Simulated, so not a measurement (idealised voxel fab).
Process module name: voxel gate over fins
Section shown: cut. Width: 210 nm. Cell size: 5 nm, square.
If you're reading a cross-section in this doc, picture square cells in a grid; it comes to you as bands, top ones listed first down to the bottom, and a band can be one or more rows of cells. Top height, bottom height, nm. Materials left to right, width each, nm. Single material + "all across" = fills band edge to edge. "air" = empty. Where do heights start? At 0: under that level the wafer as delivered is made of one material only. And the lowest band has no floor; it just carries on downward, as in "top 0, no bottom". A width such as "30..40" changes by the same amount from each row of cells to the next, from the band's top row to its bottom row. Any step labelled "left unchanged" changed none of the cells in the cross-section. Closed-off voids of 8+ cells (no open route to the top) go in "Sealed internal cavities", written width x height at distance from the left edge, in nm. What comes after the settings on a step's line is commentary from the simulator itself on that step. What "overlay nm" on a step's line means: if the step has a mask, that mask lay this far to the right of its planned place, or, when the value is negative, to the left.

List of planned process steps
1. RECEIVE (material Si)
2. CONFORMAL_DEP (material SiN; thk nm 5)
3. DIRECTIONAL_DEP (material aC; thk nm 10)
4. PATTERN (tone cover; mask id FINS; material resist; width nm 15; pitch nm 45; thk nm 30; overlay nm 0)
5. DIRECTIONAL_ETCH (etch materials aC; depth nm 10)
6. STRIP (etch materials resist)
7. DIRECTIONAL_ETCH (etch materials SiN; depth nm 5)
8. DIRECTIONAL_ETCH (etch materials Si; depth nm 35)
9. STRIP (etch materials aC)
10. OXIDIZE (depth nm 5)
11. FILL_DEP (material SiO2; thk nm 15)
12. CMP (height nm 5)
13. SELECTIVE_ETCH (etch materials SiO2; depth nm 20)
14. STRIP (etch materials SiN)
15. CONFORMAL_DEP (material HfO2; thk nm 5)
16. CONFORMAL_DEP (material TiN; thk nm 5)
17. FILL_DEP (material W; thk nm 10)
18. CMP (height nm 15)
19. CONFORMAL_DEP (material SiN; thk nm 10)

First of two wafers - as planned

Received-state cross-section, reflecting completion of step 1
> top 0, no bottom  Si all across
> Sealed internal cavities: none

Step 2 complete: cross-section through the wafer
> top 5, bottom 0  SiN all across
> Below 0 it's all the same as before, nothing changed down there.

Step 3 complete: cross-section through the wafer
> top 15, bottom 5  aC all across
> Below 5 it's all the same as before, nothing changed down there.

Step 4 complete: cross-section through the wafer
> top 45, bottom 15  air: 50  resist: 15  air: 30  resist: 15  air: 30  resist: 15  air: 55
> Below 15 it's all the same as before, nothing changed down there.

Step 5 complete: cross-section through the wafer
> top 35, bottom 15  air: 50  resist: 15  air: 30  resist: 15  air: 30  resist: 15  air: 55
> top 15, bottom 5  air: 50  aC: 15  air: 30  aC: 15  air: 30  aC: 15  air: 55
> Below 5 it's all the same as before, nothing changed down there.

Step 6 complete: cross-section through the wafer
> top 15, bottom 5  air: 50  aC: 15  air: 30  aC: 15  air: 30  aC: 15  air: 55
> Below 5 it's all the same as before, nothing changed down there.

Step 7 complete: cross-section through the wafer
> top 15, bottom 5  air: 50  aC: 15  air: 30  aC: 15  air: 30  aC: 15  air: 55
> top 5, bottom 0  air: 50  SiN: 15  air: 30  SiN: 15  air: 30  SiN: 15  air: 55
> Below 0 it's all the same as before, nothing changed down there.

Step 8 complete: cross-section through the wafer
> top 15, bottom 5  air: 50  aC: 15  air: 30  aC: 15  air: 30  aC: 15  air: 55
> top 5, bottom 0  air: 50  SiN: 15  air: 30  SiN: 15  air: 30  SiN: 15  air: 55
> top 0, bottom -35  air: 50  Si: 15  air: 30  Si: 15  air: 30  Si: 15  air: 55
> Below -35 it's all the same as before, nothing changed down there.

Step 9 complete: cross-section through the wafer
> top 5, bottom 0  air: 50  SiN: 15  air: 30  SiN: 15  air: 30  SiN: 15  air: 55
> Below 0 it's all the same as before, nothing changed down there.

Step 10 complete: cross-section through the wafer
> top 5, bottom 0  air: 50  SiN: 15  air: 30  SiN: 15  air: 30  SiN: 15  air: 55
> top 0, bottom -35  air: 50  SiO2: 5  Si: 5  SiO2: 5  air: 30  SiO2: 5  Si: 5  SiO2: 5  air: 30  SiO2: 5  Si: 5  SiO2: 5  air: 55
> top -35, bottom -40  SiO2: 55  Si: 5  SiO2: 40  Si: 5  SiO2: 40  Si: 5  SiO2: 60
> Below -40 it's all the same as before, nothing changed down there.

Step 11 complete: cross-section through the wafer
> top 20, bottom 5  SiO2 all across
> top 5, bottom 0  SiO2: 50  SiN: 15  SiO2: 30  SiN: 15  SiO2: 30  SiN: 15  SiO2: 55
> top 0, bottom -40  SiO2: 55  Si: 5  SiO2: 40  Si: 5  SiO2: 40  Si: 5  SiO2: 60
> Below -40 it's all the same as before, nothing changed down there.

Step 12 complete: cross-section through the wafer
> top 5, bottom 0  SiO2: 50  SiN: 15  SiO2: 30  SiN: 15  SiO2: 30  SiN: 15  SiO2: 55
> Below 0 it's all the same as before, nothing changed down there.

Step 13 complete: cross-section through the wafer
> top 5, bottom 0  air: 50  SiN: 15  air: 30  SiN: 15  air: 30  SiN: 15  air: 55
> top 0, bottom -15  air: 55  Si: 5  air: 40  Si: 5  air: 40  Si: 5  air: 60
> Below -15 it's all the same as before, nothing changed down there.

Step 14 complete: cross-section through the wafer
> top 0, bottom -15  air: 55  Si: 5  air: 40  Si: 5  air: 40  Si: 5  air: 60
> Below -15 it's all the same as before, nothing changed down there.

Step 15 complete: cross-section through the wafer
> top 5, bottom 0  air: 50  HfO2: 15  air: 30  HfO2: 15  air: 30  HfO2: 15  air: 55
> top 0, bottom -10  air: 50  HfO2: 5  Si: 5  HfO2: 5  air: 30  HfO2: 5  Si: 5  HfO2: 5  air: 30  HfO2: 5  Si: 5  HfO2: 5  air: 55
> top -10, bottom -15  HfO2: 55  Si: 5  HfO2: 40  Si: 5  HfO2: 40  Si: 5  HfO2: 60
> Below -15 it's all the same as before, nothing changed down there.

Step 16 complete: cross-section through the wafer
> top 10, bottom 5  air: 45  TiN: 25  air: 20  TiN: 25  air: 20  TiN: 25  air: 50
> top 5, bottom 0  air: 45  TiN: 5  HfO2: 15  TiN: 5  air: 20  TiN: 5  HfO2: 15  TiN: 5  air: 20  TiN: 5  HfO2: 15  TiN: 5  air: 50
> top 0, bottom -5  air: 45  TiN: 5  HfO2: 5  Si: 5  HfO2: 5  TiN: 5  air: 20  TiN: 5  HfO2: 5  Si: 5  HfO2: 5  TiN: 5  air: 20  TiN: 5  HfO2: 5  Si: 5  HfO2: 5  TiN: 5  air: 50
> top -5, bottom -10  TiN: 50  HfO2: 5  Si: 5  HfO2: 5  TiN: 30  HfO2: 5  Si: 5  HfO2: 5  TiN: 30  HfO2: 5  Si: 5  HfO2: 5  TiN: 55
> Below -10 it's all the same as before, nothing changed down there.

Step 17 complete: cross-section through the wafer
> top 20, bottom 10  W all across
> top 10, bottom 5  W: 45  TiN: 25  W: 20  TiN: 25  W: 20  TiN: 25  W: 50
> top 5, bottom 0  W: 45  TiN: 5  HfO2: 15  TiN: 5  W: 20  TiN: 5  HfO2: 15  TiN: 5  W: 20  TiN: 5  HfO2: 15  TiN: 5  W: 50
> top 0, bottom -5  W: 45  TiN: 5  HfO2: 5  Si: 5  HfO2: 5  TiN: 5  W: 20  TiN: 5  HfO2: 5  Si: 5  HfO2: 5  TiN: 5  W: 20  TiN: 5  HfO2: 5  Si: 5  HfO2: 5  TiN: 5  W: 50
> Below -5 it's all the same as before, nothing changed down there.

Step 18 complete: cross-section through the wafer
> top 15, bottom 10  W all across
> Below 10 it's all the same as before, nothing changed down there.

Step 19 complete: cross-section through the wafer
> top 25, bottom 15  SiN all across
> Below 15 it's all the same as before, nothing changed down there.

Second of two: same start, same plan, one run error; steps up to and including 14 match the first

Second wafer: cross-section at the scheduled end of step 15
> top 5, bottom 0  air: 50  aC: 15  air: 30  aC: 15  air: 30  aC: 15  air: 55
> top 0, bottom -10  air: 50  aC: 5  Si: 5  aC: 5  air: 30  aC: 5  Si: 5  aC: 5  air: 30  aC: 5  Si: 5  aC: 5  air: 55
> top -10, bottom -15  aC: 55  Si: 5  aC: 40  Si: 5  aC: 40  Si: 5  aC: 60
> Below -15 it's all the same as before, nothing changed down there.

Second wafer: cross-section at the scheduled end of step 16
> top 10, bottom 5  air: 45  TiN: 25  air: 20  TiN: 25  air: 20  TiN: 25  air: 50
> top 5, bottom 0  air: 45  TiN: 5  aC: 15  TiN: 5  air: 20  TiN: 5  aC: 15  TiN: 5  air: 20  TiN: 5  aC: 15  TiN: 5  air: 50
> top 0, bottom -5  air: 45  TiN: 5  aC: 5  Si: 5  aC: 5  TiN: 5  air: 20  TiN: 5  aC: 5  Si: 5  aC: 5  TiN: 5  air: 20  TiN: 5  aC: 5  Si: 5  aC: 5  TiN: 5  air: 50
> top -5, bottom -10  TiN: 50  aC: 5  Si: 5  aC: 5  TiN: 30  aC: 5  Si: 5  aC: 5  TiN: 30  aC: 5  Si: 5  aC: 5  TiN: 55
> Below -10 it's all the same as before, nothing changed down there.

Second wafer: cross-section at the scheduled end of step 17
> top 20, bottom 10  W all across
> top 10, bottom 5  W: 45  TiN: 25  W: 20  TiN: 25  W: 20  TiN: 25  W: 50
> top 5, bottom 0  W: 45  TiN: 5  aC: 15  TiN: 5  W: 20  TiN: 5  aC: 15  TiN: 5  W: 20  TiN: 5  aC: 15  TiN: 5  W: 50
> top 0, bottom -5  W: 45  TiN: 5  aC: 5  Si: 5  aC: 5  TiN: 5  W: 20  TiN: 5  aC: 5  Si: 5  aC: 5  TiN: 5  W: 20  TiN: 5  aC: 5  Si: 5  aC: 5  TiN: 5  W: 50
> Below -5 it's all the same as before, nothing changed down there.

Second wafer: cross-section at the scheduled end of step 18
> top 15, bottom 10  W all across
> Below 10 it's all the same as before, nothing changed down there.

Second wafer: cross-section at the scheduled end of step 19
> top 25, bottom 15  SiN all across
> Below 15 it's all the same as before, nothing changed down there.
Deviation noted in wafer processing: step 15 did not happen as planned, as run it was CONFORMAL_DEP (material aC; thk nm 5)
Cell-count delta at end, second wafer over first, by material: -60 HfO2 | +60 aC
